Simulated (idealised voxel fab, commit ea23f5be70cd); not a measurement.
This is a process module. Its name is voxel gate over fins.
It is cross-section cut that appears here, measuring 250 nm in width, its square cells being 5 nm in size.
Just so we're on the same page, the cross-sections are grids of square cells, and they're listed out in bands top to bottom, each band one or more rows deep.
What a band's entry tells you: where the top is and where the bottom is, as heights in nm, and after that what lies inside, material by material from left to right, each with its width in nm. Empty space is written as the word "air", and a single material marked with the word "throughout" occupies the band from edge to edge.
Ref level 0: as-received wafer is one material below here. Bottom band extends down with no lower bound ("0 down").
With a width like "30 to 40", each row of cells in the band differs from the next by the same amount, the top row carrying the first number and the bottom row the second.
Basically "no modifications" means that step didn't change any cell in the cross-section.
Under "Sealed-off cavities" you'll find the enclosed gaps, the ones with no way out to the top, that are 8 cells or bigger; each reads width x height at distance, with distance counted from the left edge, everything in nm.
What comes after the settings on a step's line is commentary from the simulator itself on that step.
overlay nm, on a step with a mask: how far to the right of its planned place the mask lay; to the left if negative

Intended process steps
- 1: RECEIVE (material Si)
- 2: CONFORMAL_DEP (material SiN; thk nm 5)
- 3: MASKED_ETCH (tone cover; mask id FINS; width nm 15; pitch nm 60; etch materials SiN; depth nm 5; overlay nm 0)
- 4: MASKED_ETCH (tone cover; mask id FINS; width nm 15; pitch nm 60; etch materials Si; depth nm 40; overlay nm 0)
- 5: OXIDIZE (depth nm 5)
- 6: FILL_DEP (material SiO2; thk nm 10)
- 7: CMP (height nm 5)
- 8: DIRECTIONAL_DEP (material aC; thk nm 10)
- 9: PATTERN (tone open; mask id RAIL; material resist; width nm 15; thk nm 30; overlay nm 0)
- 10: DIRECTIONAL_ETCH (etch materials aC; depth nm 10)
- 11: STRIP (etch materials resist)
- 12: DIRECTIONAL_ETCH (etch materials SiO2; depth nm 40)
- 13: STRIP (etch materials aC)
- 14: CONFORMAL_DEP (material TiN; thk nm 5)
- 15: FILL_DEP (material W; thk nm 10)
- 16: CMP (height nm 5)
- 17: SELECTIVE_ETCH (etch materials W Ru TiN; depth nm 25)
- 18: FILL_DEP (material SiO2; thk nm 5)
- 19: CMP (height nm 5)
- 20: SELECTIVE_ETCH (etch materials SiO2; depth nm 15)
- 21: STRIP (etch materials SiN)
- 22: CONFORMAL_DEP (material HfO2; thk nm 5)
- 23: CONFORMAL_DEP (material TiN; thk nm 5)
- 24: CONFORMAL_DEP (material TiAl; thk nm 5)
- 25: CONFORMAL_DEP (material TiN; thk nm 5)
- 26: FILL_DEP (material W; thk nm 10)
- 27: CMP (height nm 25)
- 28: CONFORMAL_DEP (material SiN; thk nm 10)

The following pertains to the first of two wafers, which was processed as planned

Cross-sectional view of the wafer in its as-received condition, corresponding to the state after step 1
- 0 down: Si throughout
- Sealed-off cavities: none

The following cross-section depicts the wafer upon completion of step 2
- 5 to 0: SiN throughout
- No changes below 0.

The following cross-section depicts the wafer upon completion of step 3
- 5 to 0: air (55), SiN (15), air (45), SiN (15), air (45), SiN (15), air (60)
- No changes below 0.

The following cross-section depicts the wafer upon completion of step 4
- 5 to 0: air (55), SiN (15), air (45), SiN (15), air (45), SiN (15), air (60)
- 0 to -40: air (55), Si (15), air (45), Si (15), air (45), Si (15), air (60)
- No changes below -40.

The following cross-section depicts the wafer upon completion of step 5
- 5 to 0: air (55), SiN (15), air (45), SiN (15), air (45), SiN (15), air (60)
- 0 to -40: air (55), SiO2 (5), Si (5), SiO2 (5), air (45), SiO2 (5), Si (5), SiO2 (5), air (45), SiO2 (5), Si (5), SiO2 (5), air (60)
- -40 to -45: SiO2 (60), Si (5), SiO2 (55), Si (5), SiO2 (55), Si (5), SiO2 (65)
- No changes below -45.

The following cross-section depicts the wafer upon completion of step 6
- 15 to 5: SiO2 throughout
- 5 to 0: SiO2 (55), SiN (15), SiO2 (45), SiN (15), SiO2 (45), SiN (15), SiO2 (60)
- 0 to -45: SiO2 (60), Si (5), SiO2 (55), Si (5), SiO2 (55), Si (5), SiO2 (65)
- No changes below -45.

The following cross-section depicts the wafer upon completion of step 7
- 5 to 0: SiO2 (55), SiN (15), SiO2 (45), SiN (15), SiO2 (45), SiN (15), SiO2 (60)
- No changes below 0.

The following cross-section depicts the wafer upon completion of step 8
- 15 to 5: aC throughout
- No changes below 5.

The following cross-section depicts the wafer upon completion of step 9
- 45 to 15: resist (85), air (15), resist (150)
- No changes below 15.

The following cross-section depicts the wafer upon completion of step 10
- 35 to 15: resist (85), air (15), resist (150)
- 15 to 5: aC (85), air (15), aC (150)
- No changes below 5.

The following cross-section depicts the wafer upon completion of step 11
- 15 to 5: aC (85), air (15), aC (150)
- No changes below 5.

The following cross-section depicts the wafer upon completion of step 12
- 15 to 5: aC (85), air (15), aC (150)
- 5 to 0: SiO2 (55), SiN (15), SiO2 (15), air (15), SiO2 (15), SiN (15), SiO2 (45), SiN (15), SiO2 (60)
- 0 to -35: SiO2 (60), Si (5), SiO2 (20), air (15), SiO2 (20), Si (5), SiO2 (55), Si (5), SiO2 (65)
- No changes below -35.

The following cross-section depicts the wafer upon completion of step 13
- 5 to 0: SiO2 (55), SiN (15), SiO2 (15), air (15), SiO2 (15), SiN (15), SiO2 (45), SiN (15), SiO2 (60)
- No changes below 0.

The following cross-section depicts the wafer upon completion of step 14
- 10 to 5: TiN (90), air (5), TiN (155)
- 5 to 0: SiO2 (55), SiN (15), SiO2 (15), TiN (5), air (5), TiN (5), SiO2 (15), SiN (15), SiO2 (45), SiN (15), SiO2 (60)
- 0 to -30: SiO2 (60), Si (5), SiO2 (20), TiN (5), air (5), TiN (5), SiO2 (20), Si (5), SiO2 (55), Si (5), SiO2 (65)
- -30 to -35: SiO2 (60), Si (5), SiO2 (20), TiN (15), SiO2 (20), Si (5), SiO2 (55), Si (5), SiO2 (65)
- No changes below -35.

The following cross-section depicts the wafer upon completion of step 15
- 20 to 10: W throughout
- 10 to 5: TiN (90), W (5), TiN (155)
- 5 to 0: SiO2 (55), SiN (15), SiO2 (15), TiN (5), W (5), TiN (5), SiO2 (15), SiN (15), SiO2 (45), SiN (15), SiO2 (60)
- 0 to -30: SiO2 (60), Si (5), SiO2 (20), TiN (5), W (5), TiN (5), SiO2 (20), Si (5), SiO2 (55), Si (5), SiO2 (65)
- No changes below -30.

The following cross-section depicts the wafer upon completion of step 16
- 5 to 0: SiO2 (55), SiN (15), SiO2 (15), TiN (5), W (5), TiN (5), SiO2 (15), SiN (15), SiO2 (45), SiN (15), SiO2 (60)
- No changes below 0.

The following cross-section depicts the wafer upon completion of step 17
- 5 to 0: SiO2 (55), SiN (15), SiO2 (15), air (15), SiO2 (15), SiN (15), SiO2 (45), SiN (15), SiO2 (60)
- 0 to -20: SiO2 (60), Si (5), SiO2 (20), air (15), SiO2 (20), Si (5), SiO2 (55), Si (5), SiO2 (65)
- No changes below -20.

The following cross-section depicts the wafer upon completion of step 18
- 10 to 5: SiO2 throughout
- 5 to 0: SiO2 (55), SiN (15), SiO2 (45), SiN (15), SiO2 (45), SiN (15), SiO2 (60)
- 0 to -20: SiO2 (60), Si (5), SiO2 (55), Si (5), SiO2 (55), Si (5), SiO2 (65)
- No changes below -20.

The following cross-section depicts the wafer upon completion of step 19
- 5 to 0: SiO2 (55), SiN (15), SiO2 (45), SiN (15), SiO2 (45), SiN (15), SiO2 (60)
- No changes below 0.

The following cross-section depicts the wafer upon completion of step 20
- 5 to 0: air (55), SiN (15), air (45), SiN (15), air (45), SiN (15), air (60)
- 0 to -10: air (60), Si (5), air (55), Si (5), air (55), Si (5), air (65)
- No changes below -10.

The following cross-section depicts the wafer upon completion of step 21
- 0 to -10: air (60), Si (5), air (55), Si (5), air (55), Si (5), air (65)
- No changes below -10.

The following cross-section depicts the wafer upon completion of step 22
- 5 to 0: air (55), HfO2 (15), air (45), HfO2 (15), air (45), HfO2 (15), air (60)
- 0 to -5: air (55), HfO2 (5), Si (5), HfO2 (5), air (45), HfO2 (5), Si (5), HfO2 (5), air (45), HfO2 (5), Si (5), HfO2 (5), air (60)
- -5 to -10: HfO2 (60), Si (5), HfO2 (55), Si (5), HfO2 (55), Si (5), HfO2 (65)
- No changes below -10.

The following cross-section depicts the wafer upon completion of step 23
- 10 to 5: air (50), TiN (25), air (35), TiN (25), air (35), TiN (25), air (55)
- 5 to 0: air (50), TiN (5), HfO2 (15), TiN (5), air (35), TiN (5), HfO2 (15), TiN (5), air (35), TiN (5), HfO2 (15), TiN (5), air (55)
- 0 to -5: TiN (55), HfO2 (5), Si (5), HfO2 (5), TiN (45), HfO2 (5), Si (5), HfO2 (5), TiN (45), HfO2 (5), Si (5), HfO2 (5), TiN (60)
- No changes below -5.

The following cross-section depicts the wafer upon completion of step 24
- 15 to 10: air (45), TiAl (35), air (25), TiAl (35), air (25), TiAl (35), air (50)
- 10 to 5: air (45), TiAl (5), TiN (25), TiAl (5), air (25), TiAl (5), TiN (25), TiAl (5), air (25), TiAl (5), TiN (25), TiAl (5), air (50)
- 5 to 0: TiAl (50), TiN (5), HfO2 (15), TiN (5), TiAl (35), TiN (5), HfO2 (15), TiN (5), TiAl (35), TiN (5), HfO2 (15), TiN (5), TiAl (55)
- No changes below 0.

The following cross-section depicts the wafer upon completion of step 25
- 20 to 15: air (40), TiN (45), air (15), TiN (45), air (15), TiN (45), air (45)
- 15 to 10: air (40), TiN (5), TiAl (35), TiN (5), air (15), TiN (5), TiAl (35), TiN (5), air (15), TiN (5), TiAl (35), TiN (5), air (45)
- 10 to 5: TiN (45), TiAl (5), TiN (25), TiAl (5), TiN (25), TiAl (5), TiN (25), TiAl (5), TiN (25), TiAl (5), TiN (25), TiAl (5), TiN (50)
- No changes below 5.

The following cross-section depicts the wafer upon completion of step 26
- 30 to 20: W throughout
- 20 to 15: W (40), TiN (45), W (15), TiN (45), W (15), TiN (45), W (45)
- 15 to 10: W (40), TiN (5), TiAl (35), TiN (5), W (15), TiN (5), TiAl (35), TiN (5), W (15), TiN (5), TiAl (35), TiN (5), W (45)
- No changes below 10.

The following cross-section depicts the wafer upon completion of step 27
- 25 to 20: W throughout
- No changes below 20.

The following cross-section depicts the wafer upon completion of step 28
- 35 to 25: SiN throughout
- No changes below 25.

It is to be noted that the second wafer proceeded from the same initial state and according to the same plan as the first, although one mistake was committed in its execution; through step 27, inclusive, the two wafers share an identical history

Second wafer, cross-section, planned end of step 28
- 30 to 25: SiN throughout
- No changes below 25.
what went wrong: step 28 ran differently from the plan; actual operation with settings: CONFORMAL_DEP (material SiN; thk nm 5)
Per the end-of-run cell counts, the second wafer holds more or fewer of some materials than the first: -50 SiN
